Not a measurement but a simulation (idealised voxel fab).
Process module, titled voxel gate over fins
In the cross-section labelled cut, the width is 230 nm and each square cell is 5 nm.
In what follows, cross-sections appear as grids of square cells, described through bands that run from the top down, where every band is one or more rows of cells. Quick guide to a band line: top height, bottom height (nm) up front; then every material left to right with its width in nm. Only one material and it's marked "full width"? Then it fills the band edge to edge. And "air" just means empty space. Heights are reckoned from 0. Under this level, the received wafer is all of one material. The bottommost band is open-ended downward, for example "0 -> down". The width entry "30 to 40" should be interpreted row by row: the top row of cells in the band takes the first number, the bottom row takes the second number, and the change between adjacent rows is uniform throughout. Any step labelled "nothing different" changed none of the cells in the cross-section. "Sealed void inventory" contains a list of empty spaces, each no smaller than 8 cells and without an open way to the top, written in the form width x height at distance with the distance from the left edge and all three in nm. On each step's line, the part that comes after the settings is the simulator's own comment on the step. Regarding "overlay nm": on a step with a mask, it is the distance the mask lay to the right of its planned place; a negative value places it to the left.
# The steps planned for the process are as follows
- 1: RECEIVE | material Si
- 2: CONFORMAL_DEP | material SiN | thk nm 10
- 3: PATTERN | tone cover | mask id FINS | material resist | width nm 15 | pitch nm 40 | thk nm 15 | overlay nm 0
- 4: DIRECTIONAL_ETCH | etch materials SiN | depth nm 10
- 5: DIRECTIONAL_ETCH | etch materials Si | depth nm 35
- 6: STRIP | etch materials resist
- 7: FILL_DEP | material SiO2 | thk nm 5
- 8: CMP | height nm 10
- 9: SELECTIVE_ETCH | etch materials SiO2 | depth nm 20
- 10: STRIP | etch materials SiN
- 11: CONFORMAL_DEP | material HfO2 | thk nm 5
- 12: CONFORMAL_DEP | material TiN | thk nm 5
- 13: CONFORMAL_DEP | material TiAl | thk nm 5
- 14: CONFORMAL_DEP | material TiN | thk nm 5
- 15: FILL_DEP | material W | thk nm 15
- 16: CMP | height nm 30
- 17: CONFORMAL_DEP | material SiCN | thk nm 5
# This is the cross-section of the wafer as we received it, i.e. after step 1
  0 -> down: Si full width
  Sealed void inventory: none
# Looking at the first of two wafers in cross-section at end of module - ran to plan
  35 -> 30: SiCN full width
  30 -> 20: W full width
  20 -> 15: 45 of W; 135 of TiN; 50 of W
  15 -> 10: 45 of W; 5 of TiN; 125 of TiAl; 5 of TiN; 50 of W
  10 -> 5: 50 of TiN; 5 of TiAl; 35 of TiN; 5 of TiAl; 35 of TiN; 5 of TiAl; 35 of TiN; 5 of TiAl; 55 of TiN
  5 -> 0: 55 of TiAl; 5 of TiN; 25 of HfO2; 5 of TiN; 5 of TiAl; 5 of TiN; 25 of HfO2; 5 of TiN; 5 of TiAl; 5 of TiN; 25 of HfO2; 5 of TiN; 60 of TiAl
  0 -> -5: 60 of TiN; 5 of HfO2; 15 of Si; 5 of HfO2; 15 of TiN; 5 of HfO2; 15 of Si; 5 of HfO2; 15 of TiN; 5 of HfO2; 15 of Si; 5 of HfO2; 65 of TiN
  -5 -> -10: 65 of HfO2; 15 of Si; 25 of HfO2; 15 of Si; 25 of HfO2; 15 of Si; 70 of HfO2
  -10 -> -35: 65 of SiO2; 15 of Si; 25 of SiO2; 15 of Si; 25 of SiO2; 15 of Si; 70 of SiO2
  -35 -> down: Si full width
  Sealed void inventory: none
# Second wafer of the two, sectioned at the end of the module. It began like the first and followed the same plan, but one mistake was made while running it
  35 -> 30: SiCN full width
  30 -> 20: W full width
  20 -> 15: 45 of W; 135 of TiN; 50 of W
  15 -> 10: 45 of W; 5 of TiN; 125 of TiAl; 5 of TiN; 50 of W
  10 -> 5: 45 of W; 5 of TiN; 5 of TiAl; 35 of TiN; 5 of TiAl; 35 of TiN; 5 of TiAl; 35 of TiN; 5 of TiAl; 5 of TiN; 50 of W
  5 -> 0: 45 of W; 5 of TiN; 5 of TiAl; 5 of TiN; 25 of HfO2; 5 of TiN; 5 of TiAl; 5 of TiN; 25 of HfO2; 5 of TiN; 5 of TiAl; 5 of TiN; 25 of HfO2; 5 of TiN; 5 of TiAl; 5 of TiN; 50 of W
  0 -> -10: 45 of W; 5 of TiN; 5 of TiAl; 5 of TiN; 5 of HfO2; 15 of Si; 5 of HfO2; 5 of TiN; 5 of TiAl; 5 of TiN; 5 of HfO2; 15 of Si; 5 of HfO2; 5 of TiN; 5 of TiAl; 5 of TiN; 5 of HfO2; 15 of Si; 5 of HfO2; 5 of TiN; 5 of TiAl; 5 of TiN; 50 of W
  -10 -> -15: 50 of TiN; 5 of TiAl; 5 of TiN; 5 of HfO2; 15 of Si; 5 of HfO2; 5 of TiN; 5 of TiAl; 5 of TiN; 5 of HfO2; 15 of Si; 5 of HfO2; 5 of TiN; 5 of TiAl; 5 of TiN; 5 of HfO2; 15 of Si; 5 of HfO2; 5 of TiN; 5 of TiAl; 55 of TiN
  -15 -> -20: 55 of TiAl; 5 of TiN; 5 of HfO2; 15 of Si; 5 of HfO2; 5 of TiN; 5 of TiAl; 5 of TiN; 5 of HfO2; 15 of Si; 5 of HfO2; 5 of TiN; 5 of TiAl; 5 of TiN; 5 of HfO2; 15 of Si; 5 of HfO2; 5 of TiN; 60 of TiAl
  -20 -> -25: 60 of TiN; 5 of HfO2; 15 of Si; 5 of HfO2; 15 of TiN; 5 of HfO2; 15 of Si; 5 of HfO2; 15 of TiN; 5 of HfO2; 15 of Si; 5 of HfO2; 65 of TiN
  -25 -> -30: 65 of HfO2; 15 of Si; 25 of HfO2; 15 of Si; 25 of HfO2; 15 of Si; 70 of HfO2
  -30 -> -35: 65 of SiO2; 15 of Si; 25 of SiO2; 15 of Si; 25 of SiO2; 15 of Si; 70 of SiO2
  -35 -> down: Si full width
  Sealed void inventory: none
Short version of what went wrong: plan step 9 was conducted twice
Final comparison by cell count, materials where the second wafer has more or fewer than the first: HfO2 +24 | SiO2 -148 | TiAl +16 | TiN +32 | W +76
